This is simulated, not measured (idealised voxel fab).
Process module name: voxel ribs on slabs
Displayed cross-section: cut, width of 285 nm, square cells sized 5 nm.
Bands, listed from the top down, are how a cross-section gets written in this document; the cross-section itself is a grid of square cells, and a band is one or more rows of them. Look at the band entry: it leads with the top's height and the bottom's height in nm. Then it lists the materials left to right, with a width in nm for each. The word "everywhere" on a single material says that material fills the band edge to edge. The word "air" is empty space. Below 0: as-received wafer, all one material; heights counted from there. Lowest band: no bottom, goes on down, written "from 0 down". The two numbers in a width such as "30->40" mark its ends across the band: the first belongs to the top row of cells, the second to the bottom row, and from each row to the next the width moves by the same amount. Step note "nothing different" = no cross-section cell changed. Heads up: "Enclosed cavities" only lists the empty pockets with no open path to the top that are 8 cells or more, and it writes them as width x height at distance, distance from the left edge, in nm. Post-settings text on a step line: simulator's own remark regarding the step. When a step includes a mask, the "overlay nm" setting on its line states how far to the right of its planned place that mask lay, and negative values state how far to the left.
Planned step list for the process:
- 1: RECEIVE with material Si
- 2: DIRECTIONAL_DEP with material SiO2, thk nm 20
- 3: DIRECTIONAL_DEP with material SiN, thk nm 20
- 4: DIRECTIONAL_DEP with material aC, thk nm 15
- 5: PATTERN with tone cover, mask id RIB, material resist, width nm 20, thk nm 30, overlay nm 0
- 6: DIRECTIONAL_ETCH with etch materials aC, depth nm 15
- 7: STRIP with etch materials resist
- 8: DIRECTIONAL_ETCH with etch materials SiN, depth nm 5
- 9: STRIP with etch materials aC
- 10: DIRECTIONAL_DEP with material aC, thk nm 15
- 11: PATTERN with tone cover, mask id SLAB, material resist, width nm 70, thk nm 30, overlay nm 0
- 12: DIRECTIONAL_ETCH with etch materials aC, depth nm 15
- 13: STRIP with etch materials resist
- 14: DIRECTIONAL_ETCH with etch materials SiN, depth nm 15
- 15: STRIP with etch materials aC
- 16: FILL_DEP with material SiO2, thk nm 25
- 17: CMP with height nm 55
- 18: DIRECTIONAL_DEP with material W, thk nm 10
- 19: PATTERN with tone cover, mask id HEATER, material resist, width nm 30, thk nm 20, overlay nm 0
- 20: DIRECTIONAL_ETCH with etch materials W, depth nm 10
- 21: STRIP with etch materials resist
- 22: CONFORMAL_DEP with material SiN, thk nm 10
On the first of the two wafers: run conducted according to plan:
Cross-section of the incoming wafer, state after step 1:
	from 0 down | Si everywhere
	Enclosed cavities: none
Cross-section of the wafer after step 2:
	from 20 to 0 | SiO2 everywhere
	Heights below 0 show no change.
Cross-section of the wafer after step 3:
	from 40 to 20 | SiN everywhere
	Heights below 20 show no change.
Cross-section of the wafer after step 4:
	from 55 to 40 | aC everywhere
	Heights below 40 show no change.
Cross-section of the wafer after step 5:
	from 85 to 55 | air: 130 / resist: 20 / air: 135
	Heights below 55 show no change.
Cross-section of the wafer after step 6:
	from 70 to 55 | air: 130 / resist: 20 / air: 135
	from 55 to 40 | air: 130 / aC: 20 / air: 135
	Heights below 40 show no change.
Cross-section of the wafer after step 7:
	from 55 to 40 | air: 130 / aC: 20 / air: 135
	Heights below 40 show no change.
Cross-section of the wafer after step 8:
	from 55 to 40 | air: 130 / aC: 20 / air: 135
	from 40 to 35 | air: 130 / SiN: 20 / air: 135
	Heights below 35 show no change.
Cross-section of the wafer after step 9:
	from 40 to 35 | air: 130 / SiN: 20 / air: 135
	Heights below 35 show no change.
Cross-section of the wafer after step 10:
	from 55 to 50 | air: 130 / aC: 20 / air: 135
	from 50 to 40 | aC everywhere
	from 40 to 35 | aC: 130 / SiN: 20 / aC: 135
	Heights below 35 show no change.
Cross-section of the wafer after step 11:
	from 85 to 55 | air: 105 / resist: 70 / air: 110
	from 55 to 50 | air: 105 / resist: 25 / aC: 20 / resist: 25 / air: 110
	Heights below 50 show no change.
Cross-section of the wafer after step 12:
	from 70 to 55 | air: 105 / resist: 70 / air: 110
	from 55 to 50 | air: 105 / resist: 25 / aC: 20 / resist: 25 / air: 110
	from 50 to 40 | air: 105 / aC: 70 / air: 110
	from 40 to 35 | air: 105 / aC: 25 / SiN: 20 / aC: 25 / air: 110
	Heights below 35 show no change.
Cross-section of the wafer after step 13:
	from 55 to 50 | air: 130 / aC: 20 / air: 135
	Heights below 50 show no change.
Cross-section of the wafer after step 14:
	from 55 to 50 | air: 130 / aC: 20 / air: 135
	from 50 to 40 | air: 105 / aC: 70 / air: 110
	from 40 to 35 | air: 105 / aC: 25 / SiN: 20 / aC: 25 / air: 110
	from 35 to 20 | air: 105 / SiN: 70 / air: 110
	Heights below 20 show no change.
Cross-section of the wafer after step 15:
	from 40 to 35 | air: 130 / SiN: 20 / air: 135
	Heights below 35 show no change.
Cross-section of the wafer after step 16:
	from 65 to 40 | SiO2 everywhere
	from 40 to 35 | SiO2: 130 / SiN: 20 / SiO2: 135
	from 35 to 20 | SiO2: 105 / SiN: 70 / SiO2: 110
	Heights below 20 show no change.
Cross-section of the wafer after step 17:
	from 55 to 40 | SiO2 everywhere
	Heights below 40 show no change.
Cross-section of the wafer after step 18:
	from 65 to 55 | W everywhere
	Heights below 55 show no change.
Cross-section of the wafer after step 19:
	from 85 to 65 | air: 125 / resist: 30 / air: 130
	Heights below 65 show no change.
Cross-section of the wafer after step 20:
	from 85 to 65 | air: 125 / resist: 30 / air: 130
	from 65 to 55 | air: 125 / W: 30 / air: 130
	Heights below 55 show no change.
Cross-section of the wafer after step 21:
	from 65 to 55 | air: 125 / W: 30 / air: 130
	Heights below 55 show no change.
Cross-section of the wafer after step 22:
	from 75 to 65 | air: 115 / SiN: 50 / air: 120
	from 65 to 55 | SiN: 125 / W: 30 / SiN: 130
	Heights below 55 show no change.
Second wafer. Start and plan as for the first. One mistake made in running. Agrees with the first up to and including step 18:
Second wafer, section view, time point: scheduled end of step 19:
	from 85 to 65 | resist: 125 / air: 30 / resist: 130
	Heights below 65 show no change.
Second wafer, section view, time point: scheduled end of step 20:
	from 85 to 65 | resist: 125 / air: 30 / resist: 130
	from 65 to 55 | W: 125 / air: 30 / W: 130
	Heights below 55 show no change.
Second wafer, section view, time point: scheduled end of step 21:
	from 65 to 55 | W: 125 / air: 30 / W: 130
	Heights below 55 show no change.
Second wafer, section view, time point: scheduled end of step 22:
	from 75 to 65 | SiN: 135 / air: 10 / SiN: 140
	from 65 to 55 | W: 125 / SiN: 30 / W: 130
	Heights below 55 show no change.
Deviation from plan: step 19 was processed under conditions differing from the plan, specifically as PATTERN with tone open, mask id HEATER, material resist, width nm 30, thk nm 20, overlay nm 0
Materials where the second wafer ends with more or fewer cells than the first: W +90
